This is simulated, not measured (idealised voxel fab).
process module | voxel gate over fins
cross-section cut | 190 nm wide | cells 5 nm
A cross-section is a grid of square cells, given in bands from the top down. A band is one or more rows of cells.
Each band's line starts with the height of the band's top and of its bottom, in nm. Then come its materials from left to right, each with its width in nm. One material with "throughout" fills the band from edge to edge. "air" is empty space.
Height 0 is the level under which the wafer as received is all one material. The lowest band goes on downwards, as in "0 down".
A width such as "30 to 40" changes by the same amount from each row of cells to the next, from the band's top row to its bottom row.
"no change" after a step means that no cell of the cross-section changed.
closed voids: empty space of 8 cells or more with no open way to the top, each as width x height at its distance from the left edge, in nm
after a step's settings: what the simulator itself notes on the step
overlay nm, on a step with a mask: how far to the right of its planned place the mask lay; to the left if negative
plan
1 op RECEIVE | material Si
2 op CONFORMAL_DEP | material SiN | thk nm 10
3 op MASKED_ETCH | tone cover | mask id FINS | width nm 15 | pitch nm 50 | etch materials SiN | depth nm 10 | overlay nm 0
4 op MASKED_ETCH | tone cover | mask id FINS | width nm 15 | pitch nm 50 | etch materials Si | depth nm 35 | overlay nm 0
5 op OXIDIZE | depth nm 5
6 op FILL_DEP | material SiO2 | thk nm 15
7 op CMP | height nm 10
8 op PATTERN | tone open | mask id RAIL | material resist | width nm 15 | thk nm 15 | overlay nm 0
9 op DIRECTIONAL_ETCH | etch materials SiO2 | depth nm 40
10 op STRIP | etch materials resist
11 op CONFORMAL_DEP | material TiN | thk nm 5
12 op FILL_DEP | material Ru | thk nm 10
13 op CMP | height nm 10
14 op SELECTIVE_ETCH | etch materials W Ru TiN | depth nm 30
15 op FILL_DEP | material SiO2 | thk nm 5
16 op CMP | height nm 10
17 op SELECTIVE_ETCH | etch materials SiO2 | depth nm 25
18 op STRIP | etch materials SiN
19 op CONFORMAL_DEP | material HfO2 | thk nm 5
20 op CONFORMAL_DEP | material TiN | thk nm 5
21 op CONFORMAL_DEP | material TiAl | thk nm 5
22 op CONFORMAL_DEP | material TiN | thk nm 5
23 op FILL_DEP | material W | thk nm 10
24 op CMP | height nm 25
25 op CONFORMAL_DEP | material SiN | thk nm 5
as received, after step 1
  0 down: Si throughout
  closed voids: none
first wafer at the end, as planned
  30 to 25: SiN throughout
  25 to 20: W throughout
  20 to 15: W 45 | TiN 45 | W 5 | TiN 45 | W 50
  15 to 10: W 45 | TiN 5 | TiAl 35 | TiN 5 | W 5 | TiN 5 | TiAl 35 | TiN 5 | W 50
  10 to 5: W 45 | TiN 5 | TiAl 5 | TiN 25 | TiAl 5 | TiN 5 | W 5 | TiN 5 | TiAl 5 | TiN 25 | TiAl 5 | TiN 5 | W 50
  5 to 0: TiN 50 | TiAl 5 | TiN 5 | HfO2 15 | TiN 5 | TiAl 5 | TiN 15 | TiAl 5 | TiN 5 | HfO2 15 | TiN 5 | TiAl 5 | TiN 55
  0 to -5: TiAl 55 | TiN 5 | HfO2 5 | Si 5 | HfO2 5 | TiN 5 | TiAl 25 | TiN 5 | HfO2 5 | Si 5 | HfO2 5 | TiN 5 | TiAl 60
  -5 to -10: TiN 60 | HfO2 5 | Si 5 | HfO2 5 | TiN 35 | HfO2 5 | Si 5 | HfO2 5 | TiN 65
  -10 to -15: HfO2 65 | Si 5 | HfO2 45 | Si 5 | HfO2 70
  -15 to -20: SiO2 65 | Si 5 | SiO2 45 | Si 5 | SiO2 70
  -20 to -25: SiO2 65 | Si 5 | SiO2 15 | TiN 5 | Ru 5 | TiN 5 | SiO2 15 | Si 5 | SiO2 70
  -25 to -30: SiO2 65 | Si 5 | SiO2 15 | TiN 15 | SiO2 15 | Si 5 | SiO2 70
  -30 to -40: SiO2 65 | Si 5 | SiO2 45 | Si 5 | SiO2 70
  -40 down: Si throughout
  closed voids: none
second wafer at the end: like start, like plan, one mistake
  30 to 25: SiN throughout
  25 to 15: W throughout
  15 to 10: W 45 | TiN 45 | W 5 | TiN 45 | W 50
  10 to 5: W 45 | TiN 5 | TiAl 35 | TiN 5 | W 5 | TiN 5 | TiAl 35 | TiN 5 | W 50
  5 to 0: TiN 50 | TiAl 5 | TiN 25 | TiAl 5 | TiN 15 | TiAl 5 | TiN 25 | TiAl 5 | TiN 55
  0 to -5: TiAl 55 | TiN 5 | HfO2 15 | TiN 5 | TiAl 25 | TiN 5 | HfO2 15 | TiN 5 | TiAl 60
  -5 to -10: TiN 60 | HfO2 5 | Si 5 | HfO2 5 | TiN 35 | HfO2 5 | Si 5 | HfO2 5 | TiN 65
  -10 to -15: HfO2 65 | Si 5 | HfO2 45 | Si 5 | HfO2 70
  -15 to -20: SiO2 65 | Si 5 | SiO2 45 | Si 5 | SiO2 70
  -20 to -25: SiO2 65 | Si 5 | SiO2 15 | TiN 5 | Ru 5 | TiN 5 | SiO2 15 | Si 5 | SiO2 70
  -25 to -30: SiO2 65 | Si 5 | SiO2 15 | TiN 15 | SiO2 15 | Si 5 | SiO2 70
  -30 to -40: SiO2 65 | Si 5 | SiO2 45 | Si 5 | SiO2 70
  -40 down: Si throughout
  closed voids: none
what went wrong: step 2 was left out
at the end the second wafer has, in cells: 4 fewer of HfO2 | 2 fewer of Si | 4 fewer of TiAl | 8 fewer of TiN | 18 more of W
